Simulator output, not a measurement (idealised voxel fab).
The following process module bears the name voxel self aligned vias.
Section cut is 300 nm wide and gridded with 5 nm square cells.
A cross-section is a grid of square cells, given in bands from the top down. A band is one or more rows of cells.
Within each band entry, the heights of the top and of the bottom of the band appear first, in that order and in nm; the materials of the band then follow from left to right, each with its corresponding width in nm. The designation "edge to edge" on a single material indicates that it fills the band from edge to edge; the designation "air" indicates empty space.
Measure heights from 0. That's the level where, below it, the as-received wafer is all one material. The lowest band is bottomless and extends downward; write it as in "0 nm and below".
With a width like "30->40", each row of cells in the band differs from the next by the same amount, the top row carrying the first number and the bottom row the second.
"no alterations made", as given for a step, is the statement that not any cell of the cross-section underwent a change during that step.
In the "Fully closed voids" entry, you get each enclosed empty space of 8 cells or more, one with no open way to the top, written width x height at distance, distance from the left edge, in nm.
Text after the settings on a step's line: the simulator's own remark on that step.
overlay nm, on a step with a mask: how far to the right of its planned place the mask lay; to the left if negative
Here's what the planned process steps look like:
1. RECEIVE,material Si
2. CONFORMAL_DEP,material SiO2,thk nm 10
3. CONFORMAL_DEP,material SiCN,thk nm 5
4. DIRECTIONAL_DEP,material lowk,thk nm 20
5. DIRECTIONAL_DEP,material aC,thk nm 15
6. PATTERN,tone open,mask id LINES,material resist,width nm 25,pitch nm 50,thk nm 35,overlay nm 0
7. DIRECTIONAL_ETCH,etch materials aC,depth nm 15
8. STRIP,etch materials resist
9. DIRECTIONAL_ETCH,etch materials lowk,depth nm 20
10. STRIP,etch materials aC
11. CONFORMAL_DEP,material TiN,thk nm 5
12. FILL_DEP,material W,thk nm 5
13. CMP,height nm 35
14. SELECTIVE_ETCH,etch materials W Ru TiN,depth nm 5
15. FILL_DEP,material SiN,thk nm 5
16. CMP,height nm 35
17. DIRECTIONAL_DEP,material lowk,thk nm 15
18. DIRECTIONAL_DEP,material aC,thk nm 10
19. PATTERN,tone open,mask id VIAS,material resist,width nm 25,thk nm 30,overlay nm 0
20. DIRECTIONAL_ETCH,etch materials aC,depth nm 10
21. STRIP,etch materials resist
22. DIRECTIONAL_ETCH,etch materials lowk,depth nm 15
23. DIRECTIONAL_ETCH,etch materials SiN,depth nm 5
24. STRIP,etch materials aC
25. CONFORMAL_DEP,material TiN,thk nm 5
26. FILL_DEP,material Cu,thk nm 5
27. CMP,height nm 50
28. CONFORMAL_DEP,material SiN,thk nm 5
Don't read the plan's width nm for step 19 as applying to every wafer: that's the first wafer's value, and the wafers differ in it, though they all start identical.
Cross-section of the first incoming wafer of several, state after step 1:
0 nm and below = Si edge to edge
Fully closed voids: none
Cross-section, first of several wafers, end of module, after last step 28:
55 nm to 50 nm = SiN edge to edge
50 nm to 35 nm = lowk=110, then TiN=5, then Cu=15, then TiN=5, then lowk=165
35 nm to 30 nm = lowk=110, then TiN=25, then lowk=25, then SiN=25, then lowk=115
30 nm to 20 nm = lowk=110, then TiN=5, then W=15, then TiN=5, then lowk=25, then TiN=5, then W=15, then TiN=5, then lowk=115
20 nm to 15 nm = lowk=110, then TiN=25, then lowk=25, then TiN=25, then lowk=115
15 nm to 10 nm = SiCN edge to edge
10 nm to 0 nm = SiO2 edge to edge
0 nm and below = Si edge to edge
Fully closed voids: none
last wafer at the end:
55 nm to 50 nm = SiN edge to edge
50 nm to 40 nm = lowk=100, then TiN=5, then Cu=40, then TiN=5, then lowk=150
40 nm to 35 nm = lowk=100, then TiN=15, then Cu=15, then TiN=20, then lowk=150
35 nm to 30 nm = lowk=110, then TiN=25, then lowk=25, then SiN=25, then lowk=115
30 nm to 20 nm = lowk=110, then TiN=5, then W=15, then TiN=5, then lowk=25, then TiN=5, then W=15, then TiN=5, then lowk=115
20 nm to 15 nm = lowk=110, then TiN=25, then lowk=25, then TiN=25, then lowk=115
15 nm to 10 nm = SiCN edge to edge
10 nm to 0 nm = SiO2 edge to edge
0 nm and below = Si edge to edge
Fully closed voids: none
Here is how to read the rows: every wafer has a row, and it shows the wafer at the end of the module, giving for each material how many cells were gained (+) or lost (-) since the wafer was received, then listing its closed voids:
width nm 25, +9 Cu, +60 SiCN, +65 SiN, +120 SiO2, +29 TiN, +12 W, +365 lowk, Fully closed voids: none
width nm 30, +11 Cu, +60 SiCN, +65 SiN, +120 SiO2, +30 TiN, +12 W, +362 lowk, Fully closed voids: none
width nm 35, +13 Cu, +60 SiCN, +65 SiN, +120 SiO2, +31 TiN, +12 W, +359 lowk, Fully closed voids: none
width nm 40, +15 Cu, +60 SiCN, +65 SiN, +120 SiO2, +32 TiN, +12 W, +356 lowk, Fully closed voids: none
width nm 45, +17 Cu, +60 SiCN, +65 SiN, +120 SiO2, +33 TiN, +12 W, +353 lowk, Fully closed voids: none
width nm 50, +19 Cu, +60 SiCN, +65 SiN, +120 SiO2, +34 TiN, +12 W, +350 lowk, Fully closed voids: none
